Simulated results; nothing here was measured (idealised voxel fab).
Process module under the name voxel self aligned vias
FYI the section here is cut, 175 nm wide, cells are 5 nm squares.
Cross-section layout: square cells on a grid; listed as bands, top to bottom; a band spans one or more cell rows.
Read a band's entry like this: the first values are the height of its top and the height of its bottom in nm, and what follows is the sequence of materials from left to right, each with its width in nm. Note that "blank" is empty space, and that a single material marked "edge to edge" reaches across the band from edge to edge.
Heights from 0 (as-received wafer is one material below). Bottom band endless downward, as "0 -> down".
You'd read "30 to 40" like this: the band's top row of cells is as wide as the first number, its bottom row is as wide as the second, and going down, every row changes width by the same amount as the row before did.
Any step labelled "left unchanged" changed none of the cells in the cross-section.
The entry titled "Trapped void list" provides the empty spaces that have no open way to the top, restricted to those of 8 cells or more. Each is presented as width x height at distance, the distance being measured from the left edge, with all three in nm.
If you see something after the settings on a step's line, that's the simulator's own remark about that step.
Steps that use a mask can have "overlay nm" on their line. It says how far the mask sat to the right of where it was meant to be. Negative means to the left.
LIST OF PLANNED PROCESS STEPS
1) RECEIVE | material Si
2) CONFORMAL_DEP | material SiO2 | thk nm 10
3) CONFORMAL_DEP | material SiCN | thk nm 5
4) DIRECTIONAL_DEP | material lowk | thk nm 25
5) MASKED_ETCH | tone open | mask id LINES | width nm 30 | pitch nm 75 | etch materials lowk | depth nm 25 | overlay nm 0
6) CONFORMAL_DEP | material TiN | thk nm 5
7) FILL_DEP | material Ru | thk nm 10
8) CMP | height nm 40
9) SELECTIVE_ETCH | etch materials W Ru TiN | depth nm 10
10) FILL_DEP | material SiN | thk nm 10
11) CMP | height nm 40
12) DIRECTIONAL_DEP | material lowk | thk nm 20
13) MASKED_ETCH | tone open | mask id VIAS | width nm 50 | etch materials lowk | depth nm 20 | overlay nm 0
14) MASKED_ETCH | tone open | mask id VIAS | width nm 50 | etch materials SiN | depth nm 10 | overlay nm 0
15) CONFORMAL_DEP | material TiN | thk nm 5
16) FILL_DEP | material Cu | thk nm 5
17) CMP | height nm 60
18) CONFORMAL_DEP | material SiN | thk nm 5
SO, THE FIRST OF OUR TWO WAFERS, RUN JUST AS WE PLANNED IT
DELIVERED WAFER IN CROSS-SECTION: STATE AFTER STEP 1
    0 -> down  Si edge to edge
    Trapped void list: none
THE WAFER, SEEN IN CROSS-SECTION, AFTER STEP 2
    10 -> 0  SiO2 edge to edge
    Lower than 0, everything is as it was.
THE WAFER, SEEN IN CROSS-SECTION, AFTER STEP 3
    15 -> 10  SiCN edge to edge
    Lower than 10, everything is as it was.
THE WAFER, SEEN IN CROSS-SECTION, AFTER STEP 4
    40 -> 15  lowk edge to edge
    Lower than 15, everything is as it was.
THE WAFER, SEEN IN CROSS-SECTION, AFTER STEP 5
    40 -> 15  35 lowk, then 30 blank, then 45 lowk, then 30 blank, then 35 lowk
    Lower than 15, everything is as it was.
THE WAFER, SEEN IN CROSS-SECTION, AFTER STEP 6
    45 -> 40  40 TiN, then 20 blank, then 55 TiN, then 20 blank, then 40 TiN
    40 -> 20  35 lowk, then 5 TiN, then 20 blank, then 5 TiN, then 45 lowk, then 5 TiN, then 20 blank, then 5 TiN, then 35 lowk
    20 -> 15  35 lowk, then 30 TiN, then 45 lowk, then 30 TiN, then 35 lowk
    Lower than 15, everything is as it was.
THE WAFER, SEEN IN CROSS-SECTION, AFTER STEP 7
    55 -> 45  Ru edge to edge
    45 -> 40  40 TiN, then 20 Ru, then 55 TiN, then 20 Ru, then 40 TiN
    40 -> 20  35 lowk, then 5 TiN, then 20 Ru, then 5 TiN, then 45 lowk, then 5 TiN, then 20 Ru, then 5 TiN, then 35 lowk
    Lower than 20, everything is as it was.
THE WAFER, SEEN IN CROSS-SECTION, AFTER STEP 8
    40 -> 20  35 lowk, then 5 TiN, then 20 Ru, then 5 TiN, then 45 lowk, then 5 TiN, then 20 Ru, then 5 TiN, then 35 lowk
    Lower than 20, everything is as it was.
THE WAFER, SEEN IN CROSS-SECTION, AFTER STEP 9
    40 -> 30  35 lowk, then 30 blank, then 45 lowk, then 30 blank, then 35 lowk
    Lower than 30, everything is as it was.
THE WAFER, SEEN IN CROSS-SECTION, AFTER STEP 10
    50 -> 40  SiN edge to edge
    40 -> 30  35 lowk, then 30 SiN, then 45 lowk, then 30 SiN, then 35 lowk
    Lower than 30, everything is as it was.
THE WAFER, SEEN IN CROSS-SECTION, AFTER STEP 11
    40 -> 30  35 lowk, then 30 SiN, then 45 lowk, then 30 SiN, then 35 lowk
    Lower than 30, everything is as it was.
THE WAFER, SEEN IN CROSS-SECTION, AFTER STEP 12
    60 -> 40  lowk edge to edge
    Lower than 40, everything is as it was.
THE WAFER, SEEN IN CROSS-SECTION, AFTER STEP 13
    60 -> 40  25 lowk, then 50 blank, then 100 lowk
    Lower than 40, everything is as it was.
THE WAFER, SEEN IN CROSS-SECTION, AFTER STEP 14
    60 -> 40  25 lowk, then 50 blank, then 100 lowk
    40 -> 30  35 lowk, then 30 blank, then 45 lowk, then 30 SiN, then 35 lowk
    Lower than 30, everything is as it was.
THE WAFER, SEEN IN CROSS-SECTION, AFTER STEP 15
    65 -> 60  30 TiN, then 40 blank, then 105 TiN
    60 -> 45  25 lowk, then 5 TiN, then 40 blank, then 5 TiN, then 100 lowk
    45 -> 40  25 lowk, then 15 TiN, then 20 blank, then 15 TiN, then 100 lowk
    40 -> 35  35 lowk, then 5 TiN, then 20 blank, then 5 TiN, then 45 lowk, then 30 SiN, then 35 lowk
    35 -> 30  35 lowk, then 30 TiN, then 45 lowk, then 30 SiN, then 35 lowk
    Lower than 30, everything is as it was.
THE WAFER, SEEN IN CROSS-SECTION, AFTER STEP 16
    70 -> 65  Cu edge to edge
    65 -> 60  30 TiN, then 40 Cu, then 105 TiN
    60 -> 45  25 lowk, then 5 TiN, then 40 Cu, then 5 TiN, then 100 lowk
    45 -> 40  25 lowk, then 15 TiN, then 20 Cu, then 15 TiN, then 100 lowk
    40 -> 35  35 lowk, then 5 TiN, then 20 Cu, then 5 TiN, then 45 lowk, then 30 SiN, then 35 lowk
    Lower than 35, everything is as it was.
THE WAFER, SEEN IN CROSS-SECTION, AFTER STEP 17
    60 -> 45  25 lowk, then 5 TiN, then 40 Cu, then 5 TiN, then 100 lowk
    Lower than 45, everything is as it was.
THE WAFER, SEEN IN CROSS-SECTION, AFTER STEP 18
    65 -> 60  SiN edge to edge
    Lower than 60, everything is as it was.
SECOND WAFER: LIKE START, LIKE PLAN, ONE MISTAKE. THROUGH STEP 1 IT MATCHES THE FIRST WAFER
Second wafer profile in section, at the moment step 2 of the plan was meant to be complete: left unchanged
SECOND WAFER PROFILE IN SECTION, AT THE MOMENT STEP 3 OF THE PLAN WAS MEANT TO BE COMPLETE
    5 -> 0  SiCN edge to edge
    Lower than 0, everything is as it was.
SECOND WAFER PROFILE IN SECTION, AT THE MOMENT STEP 4 OF THE PLAN WAS MEANT TO BE COMPLETE
    30 -> 5  lowk edge to edge
    Lower than 5, everything is as it was.
SECOND WAFER PROFILE IN SECTION, AT THE MOMENT STEP 5 OF THE PLAN WAS MEANT TO BE COMPLETE
    30 -> 5  35 lowk, then 30 blank, then 45 lowk, then 30 blank, then 35 lowk
    Lower than 5, everything is as it was.
SECOND WAFER PROFILE IN SECTION, AT THE MOMENT STEP 6 OF THE PLAN WAS MEANT TO BE COMPLETE
    35 -> 30  40 TiN, then 20 blank, then 55 TiN, then 20 blank, then 40 TiN
    30 -> 10  35 lowk, then 5 TiN, then 20 blank, then 5 TiN, then 45 lowk, then 5 TiN, then 20 blank, then 5 TiN, then 35 lowk
    10 -> 5  35 lowk, then 30 TiN, then 45 lowk, then 30 TiN, then 35 lowk
    Lower than 5, everything is as it was.
SECOND WAFER PROFILE IN SECTION, AT THE MOMENT STEP 7 OF THE PLAN WAS MEANT TO BE COMPLETE
    45 -> 35  Ru edge to edge
    35 -> 30  40 TiN, then 20 Ru, then 55 TiN, then 20 Ru, then 40 TiN
    30 -> 10  35 lowk, then 5 TiN, then 20 Ru, then 5 TiN, then 45 lowk, then 5 TiN, then 20 Ru, then 5 TiN, then 35 lowk
    Lower than 10, everything is as it was.
SECOND WAFER PROFILE IN SECTION, AT THE MOMENT STEP 8 OF THE PLAN WAS MEANT TO BE COMPLETE
    40 -> 35  Ru edge to edge
    Lower than 35, everything is as it was.
SECOND WAFER PROFILE IN SECTION, AT THE MOMENT STEP 9 OF THE PLAN WAS MEANT TO BE COMPLETE
    30 -> 10  35 lowk, then 5 TiN, then 20 Ru, then 5 TiN, then 45 lowk, then 5 TiN, then 20 Ru, then 5 TiN, then 35 lowk
    Lower than 10, everything is as it was.
SECOND WAFER PROFILE IN SECTION, AT THE MOMENT STEP 10 OF THE PLAN WAS MEANT TO BE COMPLETE
    40 -> 30  SiN edge to edge
    Lower than 30, everything is as it was.
Second wafer profile in section, at the moment step 11 of the plan was meant to be complete: left unchanged
SECOND WAFER PROFILE IN SECTION, AT THE MOMENT STEP 12 OF THE PLAN WAS MEANT TO BE COMPLETE
    60 -> 40  lowk edge to edge
    Lower than 40, everything is as it was.
SECOND WAFER PROFILE IN SECTION, AT THE MOMENT STEP 13 OF THE PLAN WAS MEANT TO BE COMPLETE
    60 -> 40  25 lowk, then 50 blank, then 100 lowk
    Lower than 40, everything is as it was.
SECOND WAFER PROFILE IN SECTION, AT THE MOMENT STEP 14 OF THE PLAN WAS MEANT TO BE COMPLETE
    60 -> 40  25 lowk, then 50 blank, then 100 lowk
    40 -> 30  25 SiN, then 50 blank, then 100 SiN
    Lower than 30, everything is as it was.
SECOND WAFER PROFILE IN SECTION, AT THE MOMENT STEP 15 OF THE PLAN WAS MEANT TO BE COMPLETE
    65 -> 60  30 TiN, then 40 blank, then 105 TiN
    60 -> 40  25 lowk, then 5 TiN, then 40 blank, then 5 TiN, then 100 lowk
    40 -> 35  25 SiN, then 5 TiN, then 40 blank, then 5 TiN, then 100 SiN
    35 -> 30  25 SiN, then 50 TiN, then 100 SiN
    Lower than 30, everything is as it was.
SECOND WAFER PROFILE IN SECTION, AT THE MOMENT STEP 16 OF THE PLAN WAS MEANT TO BE COMPLETE
    70 -> 65  Cu edge to edge
    65 -> 60  30 TiN, then 40 Cu, then 105 TiN
    60 -> 40  25 lowk, then 5 TiN, then 40 Cu, then 5 TiN, then 100 lowk
    40 -> 35  25 SiN, then 5 TiN, then 40 Cu, then 5 TiN, then 100 SiN
    Lower than 35, everything is as it was.
SECOND WAFER PROFILE IN SECTION, AT THE MOMENT STEP 17 OF THE PLAN WAS MEANT TO BE COMPLETE
    60 -> 40  25 lowk, then 5 TiN, then 40 Cu, then 5 TiN, then 100 lowk
    Lower than 40, everything is as it was.
SECOND WAFER PROFILE IN SECTION, AT THE MOMENT STEP 18 OF THE PLAN WAS MEANT TO BE COMPLETE
    65 -> 60  SiN edge to edge
    Lower than 60, everything is as it was.
Diagnosis: plan step 2: skipped, not run
Final comparison by cell count, materials where the second wafer has more or fewer than the first: Cu +8, Ru +16, SiN +38, SiO2 -70, TiN +8
